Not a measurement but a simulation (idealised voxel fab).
process module | voxel spacer lines
cross-section cut | 180 nm wide | cells 5 nm
A cross-section is a grid of square cells, given in bands from the top down. A band is one or more rows of cells.
Each band's line starts with the height of the band's top and of its bottom, in nm. Then come its materials from left to right, each with its width in nm. One material with "throughout" fills the band from edge to edge. "air" is empty space.
Height 0 is the level under which the wafer as received is all one material. The lowest band goes on downwards, as in "0 down".
A width such as "30 to 40" changes by the same amount from each row of cells to the next, from the band's top row to its bottom row.
"no change" after a step means that no cell of the cross-section changed.
closed voids: empty space of 8 cells or more with no open way to the top, each as width x height at its distance from the left edge, in nm
after a step's settings: what the simulator itself notes on the step
overlay nm, on a step with a mask: how far to the right of its planned place the mask lay; to the left if negative
plan
1 op RECEIVE | material Si
2 op CONFORMAL_DEP | material Al2O3 | thk nm 5
3 op DIRECTIONAL_DEP | material W | thk nm 10
4 op DIRECTIONAL_DEP | material aC | thk nm 30
5 op PATTERN | tone cover | mask id MANDREL | material resist | width nm 15 | pitch nm 50 | thk nm 35 | overlay nm 0
6 op DIRECTIONAL_ETCH | etch materials aC | depth nm 30
7 op STRIP | etch materials resist
8 op CONFORMAL_DEP | material SiO2 | thk nm 10
9 op DIRECTIONAL_ETCH | etch materials SiO2 | depth nm 10
10 op STRIP | etch materials aC
11 op DIRECTIONAL_ETCH | etch materials W | depth nm 10
12 op STRIP | etch materials SiO2
13 op FILL_DEP | material lowk | thk nm 10
14 op CMP | height nm 15
as received, after step 1
  0 down: Si throughout
  closed voids: none
first wafer at the end, as planned
  15 to 5: lowk 20 | W 10 | lowk 15 | W 10 | lowk 15 | W 10 | lowk 15 | W 10 | lowk 15 | W 10 | lowk 15 | W 10 | lowk 25
  5 to 0: Al2O3 throughout
  0 down: Si throughout
  closed voids: none
second wafer at the end: like start, like plan, one mistake
  15 to 10: lowk throughout
  10 to 0: lowk 20 | W 10 | lowk 15 | W 10 | lowk 15 | W 10 | lowk 15 | W 10 | lowk 15 | W 10 | lowk 15 | W 10 | lowk 25
  0 down: Si throughout
  closed voids: none
what went wrong: step 2 was left out
at the end the second wafer has, in cells: 36 fewer of Al2O3 | 36 more of lowk
